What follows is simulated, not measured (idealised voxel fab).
You're looking at the process module voxel local oxidation.
Pictured: cross-section cut, 240 nm wide, on a grid of 5 nm square cells.
Reading order for cross-sections: top band down to bottom band. Underlying form: a grid of square cells. Band size: one or more rows of cells.
Band entry format. Leading values: height of top, height of bottom, nm. Remainder: materials in left-to-right order, each with its width in nm. Special words: "all across" on a single material, which then fills the band edge to edge; "blank", empty space.
Counting heights begins at 0, where everything beneath is, in the wafer as received, one material. The lowest band has no bottom; it goes on downwards, as "0 and below" shows.
With a width like "30 to 40", each row of cells in the band differs from the next by the same amount, the top row carrying the first number and the bottom row the second.
Given "everything unchanged" for a step, no cell of the cross-section differs between before and after that step.
In "Closed internal voids" the enclosed voids are listed, meaning empty spaces of 8 cells or larger without any opening to the top. The form is width x height at distance, distance from the left edge, units nm.
The remark found on a step's line after its settings is issued by the simulator itself and pertains to that step.
"overlay nm" on a masked step: distance the mask lay right of its planned place, negative for left.
# The planned process steps are enumerated hereunder
- 1: RECEIVE | material Si
- 2: CONFORMAL_DEP | material SiO2 | thk nm 5
- 3: CONFORMAL_DEP | material SiN | thk nm 10
- 4: PATTERN | tone cover | mask id ACTIVE | material resist | width nm 95 | thk nm 15 | overlay nm 0
- 5: DIRECTIONAL_ETCH | etch materials SiN | depth nm 10
- 6: STRIP | etch materials resist
- 7: SELECTIVE_ETCH | etch materials SiO2 | depth nm 5
- 8: OXIDIZE | depth nm 10
- 9: STRIP | etch materials SiN
# Wafer at receipt (post step 1), cross-section
  0 and below | Si all across
  Closed internal voids: none
# Cross-section, end of module. Start: as above. Plan: as above. Execution: one mistake
  0 down to -10 | blank=85 | Si=65 | blank=90
  -10 and below | Si all across
  Closed internal voids: none
Where did the run depart from the plan? it should be noted that step 9 was executed with settings other than those planned, the operation and settings actually applied being STRIP | etch materials SiO2
